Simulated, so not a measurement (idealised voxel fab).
The name of this process module is voxel self aligned vias.
Xsec cut, 180 nm wide, square cell size 5 nm.
Just so we're on the same page, the cross-sections are grids of square cells, and they're listed out in bands top to bottom, each band one or more rows deep. Read a band's entry like this: the first values are the height of its top and the height of its bottom in nm, and what follows is the sequence of materials from left to right, each with its width in nm. Note that "air" is empty space, and that a single material marked "everywhere" reaches across the band from edge to edge. Ref level 0: as-received wafer is one material below here. Bottom band extends down with no lower bound ("from 0 down"). It should be noted that a width expressed as "30..40" varies in equal increments from row to row of cells within the band, taking the value of the first number at the top row and that of the second number at the bottom row. No cell of the cross-section changed in a step that is given as "identical to before". "Enclosed empty spaces": empty spaces of 8 cells or more with no open way to the top, each given as width x height at distance, distance from the left edge, all in nm. Post-settings text on a step line: simulator's own remark regarding the step. overlay nm: mask offset rightward from planned place, masked step; negative means leftward offset.

[Planned step list for the process]
1. RECEIVE,material Si
2. CONFORMAL_DEP,material SiO2,thk nm 5
3. CONFORMAL_DEP,material SiCN,thk nm 5
4. DIRECTIONAL_DEP,material lowk,thk nm 20
5. MASKED_ETCH,tone open,mask id LINES,width nm 25,pitch nm 65,etch materials lowk,depth nm 20,overlay nm 0
6. CONFORMAL_DEP,material TiN,thk nm 5
7. FILL_DEP,material W,thk nm 5
8. CMP,height nm 35
9. SELECTIVE_ETCH,etch materials W Ru TiN,depth nm 10
10. FILL_DEP,material SiN,thk nm 5
11. CMP,height nm 35
12. DIRECTIONAL_DEP,material lowk,thk nm 15
13. MASKED_ETCH,tone open,mask id VIAS,width nm 35,etch materials lowk,depth nm 15,overlay nm 0
14. MASKED_ETCH,tone open,mask id VIAS,width nm 35,etch materials SiN,depth nm 10,overlay nm 0
15. CONFORMAL_DEP,material TiN,thk nm 5
16. FILL_DEP,material W,thk nm 5
17. CMP,height nm 50
18. CONFORMAL_DEP,material SiN,thk nm 5
The plan shows the thk nm of step 2 as the first wafer had it; this setting differs between the wafers, which start out alike.

[Cut through the first of several wafers as received, post step 1]
from 0 down  Si everywhere
Enclosed empty spaces: none

[Here is the cross-section of the first of several wafers at the end of the module, after its last step, step 18]
from 55 to 50  SiN everywhere
from 50 to 35  lowk 40 / TiN 5 / W 25 / TiN 5 / lowk 105
from 35 to 30  SiN 40 / TiN 10 / W 15 / TiN 10 / SiN 105
from 30 to 25  lowk 45 / TiN 25 / lowk 40 / SiN 25 / lowk 45
from 25 to 15  lowk 45 / TiN 5 / W 15 / TiN 5 / lowk 40 / TiN 5 / W 15 / TiN 5 / lowk 45
from 15 to 10  lowk 45 / TiN 25 / lowk 40 / TiN 25 / lowk 45
from 10 to 5  SiCN everywhere
from 5 to 0  SiO2 everywhere
from 0 down  Si everywhere
Enclosed empty spaces: none

[Cross-section, module end, final of several wafers]
from 55 to 50  SiN everywhere
from 50 to 40  lowk 40 / TiN 5 / W 25 / TiN 5 / lowk 105
from 40 to 35  lowk 40 / TiN 10 / W 15 / TiN 10 / lowk 105
from 35 to 30  lowk 45 / TiN 25 / lowk 40 / SiN 25 / lowk 45
from 30 to 25  SiCN everywhere
from 25 to 0  SiO2 everywhere
from 0 down  Si everywhere
Enclosed empty spaces: none

[Heads up, this table goes wafer by wafer. A row tells you, at the end of the module, how many cells of each material that wafer has put on (+) or dropped (-) since it was received, and then its closed voids]
thk nm 5; +36 SiCN; +70 SiN; +36 SiO2; +33 TiN; +30 W; +191 lowk; Enclosed empty spaces: none
thk nm 10; +36 SiCN; +46 SiN; +72 SiO2; +29 TiN; +22 W; +191 lowk; Enclosed empty spaces: none
thk nm 15; +36 SiCN; +46 SiN; +108 SiO2; +25 TiN; +16 W; +165 lowk; Enclosed empty spaces: none
thk nm 20; +36 SiCN; +46 SiN; +144 SiO2; +15 TiN; +16 W; +139 lowk; Enclosed empty spaces: none
thk nm 25; +36 SiCN; +41 SiN; +180 SiO2; +13 TiN; +13 W; +113 lowk; Enclosed empty spaces: none
